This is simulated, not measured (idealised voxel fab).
Process module in this document: voxel self aligned vias
Pictured: cross-section cut, 290 nm wide, on a grid of 5 nm square cells.
Cross-section = grid of square cells, listed top down in bands; band = one or more rows. The band entry comprises the height of the band's top followed by the height of its bottom, expressed in nm, and subsequently the band's materials from left to right, each stated together with its width in nm. Where a single material is marked with the word "throughout", that material fills the band from edge to edge. The word "empty" represents empty space. Height is counted from the level 0, under which the received wafer is composed throughout of one material. The lowest of the bands is not closed at the bottom but continues downward, in the notation "0 nm and below". The two numbers in a width such as "30 to 40" mark its ends across the band: the first belongs to the top row of cells, the second to the bottom row, and from each row to the next the width moves by the same amount. The cross-section has no changed cell in any step marked "nothing was modified". "Enclosed void entries" - sealed voids, min. 8 cells, no opening to top; format: width x height at distance (distance from left edge; nm throughout). It should be noted that, on the line of a given step, the content following the step's settings is a remark produced by the simulator itself with respect to that step. A step's line can hold "overlay nm"; with a mask on that step, the setting says how far right of the planned place the mask lay, while a negative setting says it lay to the left.
[Process steps foreseen in the plan]
1,RECEIVE: material Si
2,CONFORMAL_DEP: material SiO2, thk nm 15
3,CONFORMAL_DEP: material SiCN, thk nm 5
4,DIRECTIONAL_DEP: material SiO2, thk nm 30
5,DIRECTIONAL_DEP: material aC, thk nm 15
6,PATTERN: tone open, mask id LINES, material resist, width nm 30, pitch nm 70, thk nm 30, overlay nm 0
7,DIRECTIONAL_ETCH: etch materials aC, depth nm 15
8,STRIP: etch materials resist
9,DIRECTIONAL_ETCH: etch materials SiO2, depth nm 30
10,STRIP: etch materials aC
11,CONFORMAL_DEP: material TiN, thk nm 5
12,FILL_DEP: material W, thk nm 10
13,CMP: height nm 50
14,SELECTIVE_ETCH: etch materials W Ru TiN, depth nm 10
15,FILL_DEP: material SiN, thk nm 5
16,CMP: height nm 40
17,DIRECTIONAL_DEP: material SiO2, thk nm 15
18,DIRECTIONAL_DEP: material aC, thk nm 15
19,PATTERN: tone open, mask id VIAS, material resist, width nm 50, pitch nm 70, thk nm 30, overlay nm 0
20,DIRECTIONAL_ETCH: etch materials aC, depth nm 15
21,STRIP: etch materials resist
22,DIRECTIONAL_ETCH: etch materials SiO2, depth nm 15
23,DIRECTIONAL_ETCH: etch materials SiN, depth nm 10
24,STRIP: etch materials aC
25,CONFORMAL_DEP: material TiN, thk nm 5
26,FILL_DEP: material W, thk nm 5
27,CMP: height nm 65
28,CONFORMAL_DEP: material SiCN, thk nm 5
Don't read the plan's height nm for step 16 as applying to every wafer: that's the first wafer's value, and the wafers differ in it, though they all start identical.
[Received condition of the first of several wafers, sectioned: post-step 1]
0 nm and below  Si throughout
Enclosed void entries: none
[Heads up, this table goes wafer by wafer. A row tells you, at the end of the module, how many cells of each material that wafer has put on (+) or dropped (-) since it was received, and then its closed voids]
height nm 40; +116 SiCN; +472 SiO2; +94 TiN; +130 W; Enclosed void entries: none
height nm 45; +116 SiCN; +518 SiO2; +98 TiN; +80 W; Enclosed void entries: none
height nm 50; +116 SiCN; +564 SiO2; +60 TiN; +72 W; Enclosed void entries: none
height nm 55; +116 SiCN; +50 SiN; +526 SiO2; +56 TiN; +64 W; Enclosed void entries: none
